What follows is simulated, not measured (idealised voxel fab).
The name of this process module is voxel transistor to metal.
Shown is cross-section cut, with a width of 285 nm and square cells of size 5 nm.
Cross-sections here: square-cell grids, written as top-down lists of bands, a band being one or more rows of cells.
Per band: top height and bottom height in nm, followed by the left-to-right materials and their widths in nm; "full width" marks a single material spanning edge to edge, "blank" marks empty space.
Note: height 0 marks the level under which the wafer is uniformly one material as received. Lowest band unbounded below, written "z 0 and below".
Width "30->40": first value at the band's top row of cells, second value at its bottom row, equal change from row to row.
Key: "same as before" - step with no changed cell in the cross-section.
The entry "Closed void inventory" lists the empty spaces that cover at least 8 cells and have no open path to the top. Each is written as width x height at distance, where the distance is measured from the left edge and all three values are in nm.
Post-settings text on a step line: simulator's own remark regarding the step.
You can add "overlay nm" to a step's line. For a step with a mask, it describes how far the mask lay to the right of its planned position, and a negative number describes a lay to the left.

# The planned process steps are enumerated hereunder
1: RECEIVE with material Si
2: OXIDIZE with depth nm 5
3: CONFORMAL_DEP with material SiN, thk nm 10
4: MASKED_ETCH with tone cover, mask id ACTIVE, width nm 100, pitch nm 130, etch materials SiN, depth nm 10, overlay nm 0
5: MASKED_ETCH with tone cover, mask id ACTIVE, width nm 100, pitch nm 130, etch materials SiO2, depth nm 5, overlay nm 0
6: MASKED_ETCH with tone cover, mask id ACTIVE, width nm 100, pitch nm 130, etch materials Si, depth nm 30, overlay nm 0
7: FILL_DEP with material SiO2, thk nm 5
8: CMP with height nm 10
9: SELECTIVE_ETCH with etch materials SiO2, depth nm 5
10: STRIP with etch materials SiN
11: SELECTIVE_ETCH with etch materials SiO2, depth nm 5
12: OXIDIZE with depth nm 5
13: DIRECTIONAL_DEP with material polySi, thk nm 25
14: DIRECTIONAL_DEP with material SiCN, thk nm 15
15: DIRECTIONAL_DEP with material aC, thk nm 15
16: PATTERN with tone cover, mask id GATE, material resist, width nm 20, pitch nm 130, thk nm 35, overlay nm 0
17: DIRECTIONAL_ETCH with etch materials aC, depth nm 15
18: STRIP with etch materials resist
19: DIRECTIONAL_ETCH with etch materials SiCN, depth nm 25
20: DIRECTIONAL_ETCH with etch materials polySi, depth nm 35
21: STRIP with etch materials aC
22: CONFORMAL_DEP with material SiO2, thk nm 5
23: DIRECTIONAL_ETCH with etch materials SiO2, depth nm 5
24: CONFORMAL_DEP with material SiN, thk nm 10
25: DIRECTIONAL_ETCH with etch materials SiN, depth nm 10
26: DIRECTIONAL_ETCH with etch materials SiO2, depth nm 5
27: EPI with material pSi, thk nm 5
28: FILL_DEP with material SiO2, thk nm 10
29: CMP with height nm 35
30: DIRECTIONAL_DEP with material SiO2, thk nm 15
31: PATTERN with tone open, mask id CONTACT, material resist, width nm 15, pitch nm 65, thk nm 20, overlay nm 0
32: DIRECTIONAL_ETCH with etch materials SiO2, depth nm 55
33: STRIP with etch materials resist
34: CONFORMAL_DEP with material TiN, thk nm 5
35: FILL_DEP with material Ru, thk nm 5
36: CMP with height nm 50
37: CONFORMAL_DEP with material SiCN, thk nm 5
38: DIRECTIONAL_DEP with material lowk, thk nm 20
39: PATTERN with tone open, mask id METAL_1, material resist, width nm 15, pitch nm 65, thk nm 15, overlay nm 0
40: DIRECTIONAL_ETCH with etch materials lowk, depth nm 20
41: DIRECTIONAL_ETCH with etch materials SiCN, depth nm 5
42: STRIP with etch materials resist
43: CONFORMAL_DEP with material TiN, thk nm 5
44: FILL_DEP with material W, thk nm 10
45: CMP with height nm 75
46: EPI with material Ru, thk nm 5
47: FILL_DEP with material SiCN, thk nm 5

# So, the first of our two wafers, run just as we planned it

# Cross-section, incoming material, after step 1
> z 0 and below = Si full width
> Closed void inventory: none

# Step 2 complete: cross-section through the wafer
> z 0 to -5 = SiO2 full width
> Rest of section, below -5: as before.

# Step 3 complete: cross-section through the wafer
> z 10 to 0 = SiN full width
> Rest of section, below 0: as before.

# Step 4 complete: cross-section through the wafer
> z 10 to 0 = 25 nm blank  100 nm SiN  30 nm blank  100 nm SiN  30 nm blank
> Rest of section, below 0: as before.

# Step 5 complete: cross-section through the wafer
> z 10 to 0 = 25 nm blank  100 nm SiN  30 nm blank  100 nm SiN  30 nm blank
> z 0 to -5 = 25 nm blank  100 nm SiO2  30 nm blank  100 nm SiO2  30 nm blank
> Rest of section, below -5: as before.

# Step 6 complete: cross-section through the wafer
> z 10 to 0 = 25 nm blank  100 nm SiN  30 nm blank  100 nm SiN  30 nm blank
> z 0 to -5 = 25 nm blank  100 nm SiO2  30 nm blank  100 nm SiO2  30 nm blank
> z -5 to -35 = 25 nm blank  100 nm Si  30 nm blank  100 nm Si  30 nm blank
> Rest of section, below -35: as before.

# Step 7 complete: cross-section through the wafer
> z 15 to 10 = SiO2 full width
> z 10 to 0 = 25 nm SiO2  100 nm SiN  30 nm SiO2  100 nm SiN  30 nm SiO2
> z 0 to -5 = SiO2 full width
> z -5 to -35 = 25 nm SiO2  100 nm Si  30 nm SiO2  100 nm Si  30 nm SiO2
> Rest of section, below -35: as before.

# Step 8 complete: cross-section through the wafer
> z 10 to 0 = 25 nm SiO2  100 nm SiN  30 nm SiO2  100 nm SiN  30 nm SiO2
> Rest of section, below 0: as before.

# Step 9 complete: cross-section through the wafer
> z 10 to 5 = 25 nm blank  100 nm SiN  30 nm blank  100 nm SiN  30 nm blank
> Rest of section, below 5: as before.

# Step 10 complete: cross-section through the wafer
> z 5 to 0 = 25 nm SiO2  100 nm blank  30 nm SiO2  100 nm blank  30 nm SiO2
> Rest of section, below 0: as before.

# Step 11 complete: cross-section through the wafer
> z 0 to -5 = 20 nm SiO2  110 nm blank  20 nm SiO2  110 nm blank  25 nm SiO2
> Rest of section, below -5: as before.

# Step 12 complete: cross-section through the wafer
> z 0 to -5 = 20 nm SiO2  110 nm blank  20 nm SiO2  110 nm blank  25 nm SiO2
> z -5 to -10 = SiO2 full width
> Rest of section, below -10: as before.

# Step 13 complete: cross-section through the wafer
> z 25 to 20 = 20 nm polySi  110 nm blank  20 nm polySi  110 nm blank  25 nm polySi
> z 20 to 0 = polySi full width
> z 0 to -5 = 20 nm SiO2  110 nm polySi  20 nm SiO2  110 nm polySi  25 nm SiO2
> Rest of section, below -5: as before.

# Step 14 complete: cross-section through the wafer
> z 40 to 35 = 20 nm SiCN  110 nm blank  20 nm SiCN  110 nm blank  25 nm SiCN
> z 35 to 25 = SiCN full width
> z 25 to 20 = 20 nm polySi  110 nm SiCN  20 nm polySi  110 nm SiCN  25 nm polySi
> Rest of section, below 20: as before.

# Step 15 complete: cross-section through the wafer
> z 55 to 50 = 20 nm aC  110 nm blank  20 nm aC  110 nm blank  25 nm aC
> z 50 to 40 = aC full width
> z 40 to 35 = 20 nm SiCN  110 nm aC  20 nm SiCN  110 nm aC  25 nm SiCN
> Rest of section, below 35: as before.

# Step 16 complete: cross-section through the wafer
> z 90 to 55 = 65 nm blank  20 nm resist  110 nm blank  20 nm resist  70 nm blank
> z 55 to 50 = 20 nm aC  45 nm blank  20 nm resist  45 nm blank  20 nm aC  45 nm blank  20 nm resist  45 nm blank  25 nm aC
> Rest of section, below 50: as before.

# Step 17 complete: cross-section through the wafer
> z 75 to 50 = 65 nm blank  20 nm resist  110 nm blank  20 nm resist  70 nm blank
> z 50 to 40 = 65 nm blank  20 nm aC  110 nm blank  20 nm aC  70 nm blank
> z 40 to 35 = 20 nm SiCN  45 nm blank  20 nm aC  45 nm blank  20 nm SiCN  45 nm blank  20 nm aC  45 nm blank  25 nm SiCN
> Rest of section, below 35: as before.

# Step 18 complete: cross-section through the wafer
> z 50 to 40 = 65 nm blank  20 nm aC  110 nm blank  20 nm aC  70 nm blank
> Rest of section, below 40: as before.

# Step 19 complete: cross-section through the wafer
> z 50 to 35 = 65 nm blank  20 nm aC  110 nm blank  20 nm aC  70 nm blank
> z 35 to 25 = 65 nm blank  20 nm SiCN  110 nm blank  20 nm SiCN  70 nm blank
> z 25 to 20 = 20 nm polySi  45 nm blank  20 nm SiCN  45 nm blank  20 nm polySi  45 nm blank  20 nm SiCN  45 nm blank  25 nm polySi
> Rest of section, below 20: as before.

# Step 20 complete: cross-section through the wafer
> z 50 to 35 = 65 nm blank  20 nm aC  110 nm blank  20 nm aC  70 nm blank
> z 35 to 20 = 65 nm blank  20 nm SiCN  110 nm blank  20 nm SiCN  70 nm blank
> z 20 to 0 = 65 nm blank  20 nm polySi  110 nm blank  20 nm polySi  70 nm blank
> z 0 to -5 = 20 nm SiO2  45 nm blank  20 nm polySi  45 nm blank  20 nm SiO2  45 nm blank  20 nm polySi  45 nm blank  25 nm SiO2
> Rest of section, below -5: as before.

# Step 21 complete: cross-section through the wafer
> z 35 to 20 = 65 nm blank  20 nm SiCN  110 nm blank  20 nm SiCN  70 nm blank
> Rest of section, below 20: as before.

# Step 22 complete: cross-section through the wafer
> z 40 to 35 = 60 nm blank  30 nm SiO2  100 nm blank  30 nm SiO2  65 nm blank
> z 35 to 20 = 60 nm blank  5 nm SiO2  20 nm SiCN  5 nm SiO2  100 nm blank  5 nm SiO2  20 nm SiCN  5 nm SiO2  65 nm blank
> z 20 to 5 = 60 nm blank  5 nm SiO2  20 nm polySi  5 nm SiO2  100 nm blank  5 nm SiO2  20 nm polySi  5 nm SiO2  65 nm blank
> z 5 to 0 = 25 nm SiO2  35 nm blank  5 nm SiO2  20 nm polySi  5 nm SiO2  35 nm blank  30 nm SiO2  35 nm blank  5 nm SiO2  20 nm polySi  5 nm SiO2  35 nm blank  30 nm SiO2
> z 0 to -5 = 65 nm SiO2  20 nm polySi  110 nm SiO2  20 nm polySi  70 nm SiO2
> Rest of section, below -5: as before.

# Step 23 complete: cross-section through the wafer
> z 35 to 20 = 60 nm blank  5 nm SiO2  20 nm SiCN  5 nm SiO2  100 nm blank  5 nm SiO2  20 nm SiCN  5 nm SiO2  65 nm blank
> z 20 to 0 = 60 nm blank  5 nm SiO2  20 nm polySi  5 nm SiO2  100 nm blank  5 nm SiO2  20 nm polySi  5 nm SiO2  65 nm blank
> z 0 to -5 = 25 nm SiO2  35 nm blank  5 nm SiO2  20 nm polySi  5 nm SiO2  35 nm blank  30 nm SiO2  35 nm blank  5 nm SiO2  20 nm polySi  5 nm SiO2  35 nm blank  30 nm SiO2
> Rest of section, below -5: as before.

# Step 24 complete: cross-section through the wafer
> z 45 to 35 = 50 nm blank  50 nm SiN  80 nm blank  50 nm SiN  55 nm blank
> z 35 to 20 = 50 nm blank  10 nm SiN  5 nm SiO2  20 nm SiCN  5 nm SiO2  10 nm SiN  80 nm blank  10 nm SiN  5 nm SiO2  20 nm SiCN  5 nm SiO2  10 nm SiN  55 nm blank
> z 20 to 10 = 50 nm blank  10 nm SiN  5 nm SiO2  20 nm polySi  5 nm SiO2  10 nm SiN  80 nm blank  10 nm SiN  5 nm SiO2  20 nm polySi  5 nm SiO2  10 nm SiN  55 nm blank
> z 10 to 5 = 35 nm SiN  15 nm blank  10 nm SiN  5 nm SiO2  20 nm polySi  5 nm SiO2  10 nm SiN  15 nm blank  50 nm SiN  15 nm blank  10 nm SiN  5 nm SiO2  20 nm polySi  5 nm SiO2  10 nm SiN  15 nm blank  40 nm SiN
> z 5 to 0 = 60 nm SiN  5 nm SiO2  20 nm polySi  5 nm SiO2  100 nm SiN  5 nm SiO2  20 nm polySi  5 nm SiO2  65 nm SiN
> z 0 to -5 = 25 nm SiO2  35 nm SiN  5 nm SiO2  20 nm polySi  5 nm SiO2  35 nm SiN  30 nm SiO2  35 nm SiN  5 nm SiO2  20 nm polySi  5 nm SiO2  35 nm SiN  30 nm SiO2
> Rest of section, below -5: as before.

# Step 25 complete: cross-section through the wafer
> z 35 to 20 = 50 nm blank  10 nm SiN  5 nm SiO2  20 nm SiCN  5 nm SiO2  10 nm SiN  80 nm blank  10 nm SiN  5 nm SiO2  20 nm SiCN  5 nm SiO2  10 nm SiN  55 nm blank
> z 20 to 0 = 50 nm blank  10 nm SiN  5 nm SiO2  20 nm polySi  5 nm SiO2  10 nm SiN  80 nm blank  10 nm SiN  5 nm SiO2  20 nm polySi  5 nm SiO2  10 nm SiN  55 nm blank
> z 0 to -5 = 25 nm SiO2  10 nm SiN  15 nm blank  10 nm SiN  5 nm SiO2  20 nm polySi  5 nm SiO2  10 nm SiN  15 nm blank  10 nm SiN  30 nm SiO2  10 nm SiN  15 nm blank  10 nm SiN  5 nm SiO2  20 nm polySi  5 nm SiO2  10 nm SiN  15 nm blank  10 nm SiN  30 nm SiO2
> Rest of section, below -5: as before.

# Step 26 complete: cross-section through the wafer
> z 35 to 30 = 50 nm blank  10 nm SiN  5 nm blank  20 nm SiCN  5 nm blank  10 nm SiN  80 nm blank  10 nm SiN  5 nm blank  20 nm SiCN  5 nm blank  10 nm SiN  55 nm blank
> z 30 to 20 = 50 nm blank  10 nm SiN  5 nm SiO2  20 nm SiCN  5 nm SiO2  10 nm SiN  80 nm blank  10 nm SiN  5 nm SiO2  20 nm SiCN  5 nm SiO2  10 nm SiN  55 nm blank
> z 20 to 0 = 50 nm blank  10 nm SiN  5 nm SiO2  20 nm polySi  5 nm SiO2  10 nm SiN  80 nm blank  10 nm SiN  5 nm SiO2  20 nm polySi  5 nm SiO2  10 nm SiN  55 nm blank
> z 0 to -5 = 25 nm blank  10 nm SiN  15 nm blank  10 nm SiN  5 nm SiO2  20 nm polySi  5 nm SiO2  10 nm SiN  15 nm blank  10 nm SiN  30 nm blank  10 nm SiN  15 nm blank  10 nm SiN  5 nm SiO2  20 nm polySi  5 nm SiO2  10 nm SiN  15 nm blank  10 nm SiN  30 nm blank
> z -5 to -10 = 35 nm SiO2  15 nm blank  50 nm SiO2  15 nm blank  50 nm SiO2  15 nm blank  50 nm SiO2  15 nm blank  40 nm SiO2
> Rest of section, below -10: as before.

# Step 27 complete: cross-section through the wafer
> z 35 to 30 = 50 nm blank  10 nm SiN  5 nm blank  20 nm SiCN  5 nm blank  10 nm SiN  80 nm blank  10 nm SiN  5 nm blank  20 nm SiCN  5 nm blank  10 nm SiN  55 nm blank
> z 30 to 20 = 50 nm blank  10 nm SiN  5 nm SiO2  20 nm SiCN  5 nm SiO2  10 nm SiN  80 nm blank  10 nm SiN  5 nm SiO2  20 nm SiCN  5 nm SiO2  10 nm SiN  55 nm blank
> z 20 to 0 = 50 nm blank  10 nm SiN  5 nm SiO2  20 nm polySi  5 nm SiO2  10 nm SiN  80 nm blank  10 nm SiN  5 nm SiO2  20 nm polySi  5 nm SiO2  10 nm SiN  55 nm blank
> z 0 to -5 = 25 nm blank  10 nm SiN  15 nm blank  10 nm SiN  5 nm SiO2  20 nm polySi  5 nm SiO2  10 nm SiN  15 nm blank  10 nm SiN  30 nm blank  10 nm SiN  15 nm blank  10 nm SiN  5 nm SiO2  20 nm polySi  5 nm SiO2  10 nm SiN  15 nm blank  10 nm SiN  30 nm blank
> z -5 to -10 = 35 nm SiO2  15 nm pSi  50 nm SiO2  15 nm pSi  50 nm SiO2  15 nm pSi  50 nm SiO2  15 nm pSi  40 nm SiO2
> Rest of section, below -10: as before.

# Step 28 complete: cross-section through the wafer
> z 45 to 35 = SiO2 full width
> z 35 to 20 = 50 nm SiO2  10 nm SiN  5 nm SiO2  20 nm SiCN  5 nm SiO2  10 nm SiN  80 nm SiO2  10 nm SiN  5 nm SiO2  20 nm SiCN  5 nm SiO2  10 nm SiN  55 nm SiO2
> z 20 to 0 = 50 nm SiO2  10 nm SiN  5 nm SiO2  20 nm polySi  5 nm SiO2  10 nm SiN  80 nm SiO2  10 nm SiN  5 nm SiO2  20 nm polySi  5 nm SiO2  10 nm SiN  55 nm SiO2
> z 0 to -5 = 25 nm SiO2  10 nm SiN  15 nm SiO2  10 nm SiN  5 nm SiO2  20 nm polySi  5 nm SiO2  10 nm SiN  15 nm SiO2  10 nm SiN  30 nm SiO2  10 nm SiN  15 nm SiO2  10 nm SiN  5 nm SiO2  20 nm polySi  5 nm SiO2  10 nm SiN  15 nm SiO2  10 nm SiN  30 nm SiO2
> Rest of section, below -5: as before.

# Step 29 complete: cross-section through the wafer
> z 35 to 20 = 50 nm SiO2  10 nm SiN  5 nm SiO2  20 nm SiCN  5 nm SiO2  10 nm SiN  80 nm SiO2  10 nm SiN  5 nm SiO2  20 nm SiCN  5 nm SiO2  10 nm SiN  55 nm SiO2
> Rest of section, below 20: as before.

# Step 30 complete: cross-section through the wafer
> z 50 to 35 = SiO2 full width
> Rest of section, below 35: as before.

# Step 31 complete: cross-section through the wafer
> z 70 to 50 = 35 nm resist  15 nm blank  50 nm resist  15 nm blank  50 nm resist  15 nm blank  50 nm resist  15 nm blank  40 nm resist
> Rest of section, below 50: as before.

# Step 32 complete: cross-section through the wafer
> z 70 to 50 = 35 nm resist  15 nm blank  50 nm resist  15 nm blank  50 nm resist  15 nm blank  50 nm resist  15 nm blank  40 nm resist
> z 50 to 35 = 35 nm SiO2  15 nm blank  50 nm SiO2  15 nm blank  50 nm SiO2  15 nm blank  50 nm SiO2  15 nm blank  40 nm SiO2
> z 35 to 20 = 35 nm SiO2  15 nm blank  10 nm SiN  5 nm SiO2  20 nm SiCN  5 nm SiO2  10 nm SiN  15 nm blank  50 nm SiO2  15 nm blank  10 nm SiN  5 nm SiO2  20 nm SiCN  5 nm SiO2  10 nm SiN  15 nm blank  40 nm SiO2
> z 20 to 0 = 35 nm SiO2  15 nm blank  10 nm SiN  5 nm SiO2  20 nm polySi  5 nm SiO2  10 nm SiN  15 nm blank  50 nm SiO2  15 nm blank  10 nm SiN  5 nm SiO2  20 nm polySi  5 nm SiO2  10 nm SiN  15 nm blank  40 nm SiO2
> z 0 to -5 = 25 nm SiO2  10 nm SiN  15 nm blank  10 nm SiN  5 nm SiO2  20 nm polySi  5 nm SiO2  10 nm SiN  15 nm blank  10 nm SiN  30 nm SiO2  10 nm SiN  15 nm blank  10 nm SiN  5 nm SiO2  20 nm polySi  5 nm SiO2  10 nm SiN  15 nm blank  10 nm SiN  30 nm SiO2
> Rest of section, below -5: as before.

# Step 33 complete: cross-section through the wafer
> z 50 to 35 = 35 nm SiO2  15 nm blank  50 nm SiO2  15 nm blank  50 nm SiO2  15 nm blank  50 nm SiO2  15 nm blank  40 nm SiO2
> Rest of section, below 35: as before.

# Step 34 complete: cross-section through the wafer
> z 55 to 50 = 40 nm TiN  5 nm blank  60 nm TiN  5 nm blank  60 nm TiN  5 nm blank  60 nm TiN  5 nm blank  45 nm TiN
> z 50 to 35 = 35 nm SiO2  5 nm TiN  5 nm blank  5 nm TiN  50 nm SiO2  5 nm TiN  5 nm blank  5 nm TiN  50 nm SiO2  5 nm TiN  5 nm blank  5 nm TiN  50 nm SiO2  5 nm TiN  5 nm blank  5 nm TiN  40 nm SiO2
> z 35 to 20 = 35 nm SiO2  5 nm TiN  5 nm blank  5 nm TiN  10 nm SiN  5 nm SiO2  20 nm SiCN  5 nm SiO2  10 nm SiN  5 nm TiN  5 nm blank  5 nm TiN  50 nm SiO2  5 nm TiN  5 nm blank  5 nm TiN  10 nm SiN  5 nm SiO2  20 nm SiCN  5 nm SiO2  10 nm SiN  5 nm TiN  5 nm blank  5 nm TiN  40 nm SiO2
> z 20 to 0 = 35 nm SiO2  5 nm TiN  5 nm blank  5 nm TiN  10 nm SiN  5 nm SiO2  20 nm polySi  5 nm SiO2  10 nm SiN  5 nm TiN  5 nm blank  5 nm TiN  50 nm SiO2  5 nm TiN  5 nm blank  5 nm TiN  10 nm SiN  5 nm SiO2  20 nm polySi  5 nm SiO2  10 nm SiN  5 nm TiN  5 nm blank  5 nm TiN  40 nm SiO2
> z 0 to -5 = 25 nm SiO2  10 nm SiN  15 nm TiN  10 nm SiN  5 nm SiO2  20 nm polySi  5 nm SiO2  10 nm SiN  15 nm TiN  10 nm SiN  30 nm SiO2  10 nm SiN  15 nm TiN  10 nm SiN  5 nm SiO2  20 nm polySi  5 nm SiO2  10 nm SiN  15 nm TiN  10 nm SiN  30 nm SiO2
> Rest of section, below -5: as before.

# Step 35 complete: cross-section through the wafer
> z 60 to 55 = Ru full width
> z 55 to 50 = 40 nm TiN  5 nm Ru  60 nm TiN  5 nm Ru  60 nm TiN  5 nm Ru  60 nm TiN  5 nm Ru  45 nm TiN
> z 50 to 35 = 35 nm SiO2  5 nm TiN  5 nm Ru  5 nm TiN  50 nm SiO2  5 nm TiN  5 nm Ru  5 nm TiN  50 nm SiO2  5 nm TiN  5 nm Ru  5 nm TiN  50 nm SiO2  5 nm TiN  5 nm Ru  5 nm TiN  40 nm SiO2
> z 35 to 20 = 35 nm SiO2  5 nm TiN  5 nm Ru  5 nm TiN  10 nm SiN  5 nm SiO2  20 nm SiCN  5 nm SiO2  10 nm SiN  5 nm TiN  5 nm Ru  5 nm TiN  50 nm SiO2  5 nm TiN  5 nm Ru  5 nm TiN  10 nm SiN  5 nm SiO2  20 nm SiCN  5 nm SiO2  10 nm SiN  5 nm TiN  5 nm Ru  5 nm TiN  40 nm SiO2
> z 20 to 0 = 35 nm SiO2  5 nm TiN  5 nm Ru  5 nm TiN  10 nm SiN  5 nm SiO2  20 nm polySi  5 nm SiO2  10 nm SiN  5 nm TiN  5 nm Ru  5 nm TiN  50 nm SiO2  5 nm TiN  5 nm Ru  5 nm TiN  10 nm SiN  5 nm SiO2  20 nm polySi  5 nm SiO2  10 nm SiN  5 nm TiN  5 nm Ru  5 nm TiN  40 nm SiO2
> Rest of section, below 0: as before.

# Step 36 complete: cross-section through the wafer
> z 50 to 35 = 35 nm SiO2  5 nm TiN  5 nm Ru  5 nm TiN  50 nm SiO2  5 nm TiN  5 nm Ru  5 nm TiN  50 nm SiO2  5 nm TiN  5 nm Ru  5 nm TiN  50 nm SiO2  5 nm TiN  5 nm Ru  5 nm TiN  40 nm SiO2
> Rest of section, below 35: as before.

# Step 37 complete: cross-section through the wafer
> z 55 to 50 = SiCN full width
> Rest of section, below 50: as before.

# Step 38 complete: cross-section through the wafer
> z 75 to 55 = lowk full width
> Rest of section, below 55: as before.

# Step 39 complete: cross-section through the wafer
> z 90 to 75 = 35 nm resist  15 nm blank  50 nm resist  15 nm blank  50 nm resist  15 nm blank  50 nm resist  15 nm blank  40 nm resist
> Rest of section, below 75: as before.

# Step 40 complete: cross-section through the wafer
> z 90 to 75 = 35 nm resist  15 nm blank  50 nm resist  15 nm blank  50 nm resist  15 nm blank  50 nm resist  15 nm blank  40 nm resist
> z 75 to 55 = 35 nm lowk  15 nm blank  50 nm lowk  15 nm blank  50 nm lowk  15 nm blank  50 nm lowk  15 nm blank  40 nm lowk
> Rest of section, below 55: as before.

# Step 41 complete: cross-section through the wafer
> z 90 to 75 = 35 nm resist  15 nm blank  50 nm resist  15 nm blank  50 nm resist  15 nm blank  50 nm resist  15 nm blank  40 nm resist
> z 75 to 55 = 35 nm lowk  15 nm blank  50 nm lowk  15 nm blank  50 nm lowk  15 nm blank  50 nm lowk  15 nm blank  40 nm lowk
> z 55 to 50 = 35 nm SiCN  15 nm blank  50 nm SiCN  15 nm blank  50 nm SiCN  15 nm blank  50 nm SiCN  15 nm blank  40 nm SiCN
> Rest of section, below 50: as before.

# Step 42 complete: cross-section through the wafer
> z 75 to 55 = 35 nm lowk  15 nm blank  50 nm lowk  15 nm blank  50 nm lowk  15 nm blank  50 nm lowk  15 nm blank  40 nm lowk
> Rest of section, below 55: as before.

# Step 43 complete: cross-section through the wafer
> z 80 to 75 = 40 nm TiN  5 nm blank  60 nm TiN  5 nm blank  60 nm TiN  5 nm blank  60 nm TiN  5 nm blank  45 nm TiN
> z 75 to 55 = 35 nm lowk  5 nm TiN  5 nm blank  5 nm TiN  50 nm lowk  5 nm TiN  5 nm blank  5 nm TiN  50 nm lowk  5 nm TiN  5 nm blank  5 nm TiN  50 nm lowk  5 nm TiN  5 nm blank  5 nm TiN  40 nm lowk
> z 55 to 50 = 35 nm SiCN  15 nm TiN  50 nm SiCN  15 nm TiN  50 nm SiCN  15 nm TiN  50 nm SiCN  15 nm TiN  40 nm SiCN
> Rest of section, below 50: as before.

# Step 44 complete: cross-section through the wafer
> z 90 to 80 = W full width
> z 80 to 75 = 40 nm TiN  5 nm W  60 nm TiN  5 nm W  60 nm TiN  5 nm W  60 nm TiN  5 nm W  45 nm TiN
> z 75 to 55 = 35 nm lowk  5 nm TiN  5 nm W  5 nm TiN  50 nm lowk  5 nm TiN  5 nm W  5 nm TiN  50 nm lowk  5 nm TiN  5 nm W  5 nm TiN  50 nm lowk  5 nm TiN  5 nm W  5 nm TiN  40 nm lowk
> Rest of section, below 55: as before.

# Step 45 complete: cross-section through the wafer
> z 75 to 55 = 35 nm lowk  5 nm TiN  5 nm W  5 nm TiN  50 nm lowk  5 nm TiN  5 nm W  5 nm TiN  50 nm lowk  5 nm TiN  5 nm W  5 nm TiN  50 nm lowk  5 nm TiN  5 nm W  5 nm TiN  40 nm lowk
> Rest of section, below 55: as before.

# Step 46 complete: cross-section through the wafer
> z 80 to 75 = 30 nm blank  25 nm Ru  40 nm blank  25 nm Ru  40 nm blank  25 nm Ru  40 nm blank  25 nm Ru  35 nm blank
> Rest of section, below 75: as before.

# Step 47 complete: cross-section through the wafer
> z 85 to 80 = SiCN full width
> z 80 to 75 = 30 nm SiCN  25 nm Ru  40 nm SiCN  25 nm Ru  40 nm SiCN  25 nm Ru  40 nm SiCN  25 nm Ru  35 nm SiCN
> Rest of section, below 75: as before.

# The second wafer was prepared from the same starting point and under the same plan as the first; its processing contained one mistake, and it remains indistinguishable from the first wafer up to and including step 36

# Second wafer, sectioned view, at step 37's planned end time
> z 70 to 50 = lowk full width
> Rest of section, below 50: as before.

# Second wafer, sectioned view, at step 38's planned end time
> z 75 to 70 = SiCN full width
> Rest of section, below 70: as before.

# Second wafer, sectioned view, at step 39's planned end time
> z 90 to 75 = 35 nm resist  15 nm blank  50 nm resist  15 nm blank  50 nm resist  15 nm blank  50 nm resist  15 nm blank  40 nm resist
> Rest of section, below 75: as before.

Second wafer, sectioned view, at step 40's planned end time: same as before

# Second wafer, sectioned view, at step 41's planned end time
> z 90 to 75 = 35 nm resist  15 nm blank  50 nm resist  15 nm blank  50 nm resist  15 nm blank  50 nm resist  15 nm blank  40 nm resist
> z 75 to 70 = 35 nm SiCN  15 nm blank  50 nm SiCN  15 nm blank  50 nm SiCN  15 nm blank  50 nm SiCN  15 nm blank  40 nm SiCN
> Rest of section, below 70: as before.

# Second wafer, sectioned view, at step 42's planned end time
> z 75 to 70 = 35 nm SiCN  15 nm blank  50 nm SiCN  15 nm blank  50 nm SiCN  15 nm blank  50 nm SiCN  15 nm blank  40 nm SiCN
> Rest of section, below 70: as before.

# Second wafer, sectioned view, at step 43's planned end time
> z 80 to 75 = 40 nm TiN  5 nm blank  60 nm TiN  5 nm blank  60 nm TiN  5 nm blank  60 nm TiN  5 nm blank  45 nm TiN
> z 75 to 70 = 35 nm SiCN  15 nm TiN  50 nm SiCN  15 nm TiN  50 nm SiCN  15 nm TiN  50 nm SiCN  15 nm TiN  40 nm SiCN
> Rest of section, below 70: as before.

# Second wafer, sectioned view, at step 44's planned end time
> z 90 to 80 = W full width
> z 80 to 75 = 40 nm TiN  5 nm W  60 nm TiN  5 nm W  60 nm TiN  5 nm W  60 nm TiN  5 nm W  45 nm TiN
> Rest of section, below 75: as before.

# Second wafer, sectioned view, at step 45's planned end time
> z 75 to 70 = 35 nm SiCN  15 nm TiN  50 nm SiCN  15 nm TiN  50 nm SiCN  15 nm TiN  50 nm SiCN  15 nm TiN  40 nm SiCN
> Rest of section, below 70: as before.

# Second wafer, sectioned view, at step 46's planned end time
> z 80 to 75 = 30 nm blank  25 nm Ru  40 nm blank  25 nm Ru  40 nm blank  25 nm Ru  40 nm blank  25 nm Ru  35 nm blank
> Rest of section, below 75: as before.

# Second wafer, sectioned view, at step 47's planned end time
> z 85 to 80 = SiCN full width
> z 80 to 75 = 30 nm SiCN  25 nm Ru  40 nm SiCN  25 nm Ru  40 nm SiCN  25 nm Ru  40 nm SiCN  25 nm Ru  35 nm SiCN
> Rest of section, below 75: as before.
Run error: a sequencing error occurred in which plan steps 37 and 38 were transposed
The closing comparison, in cells, has the second wafer with more or fewer of some materials than the first: TiN: 32 fewer; W: 16 fewer; lowk: 48 more
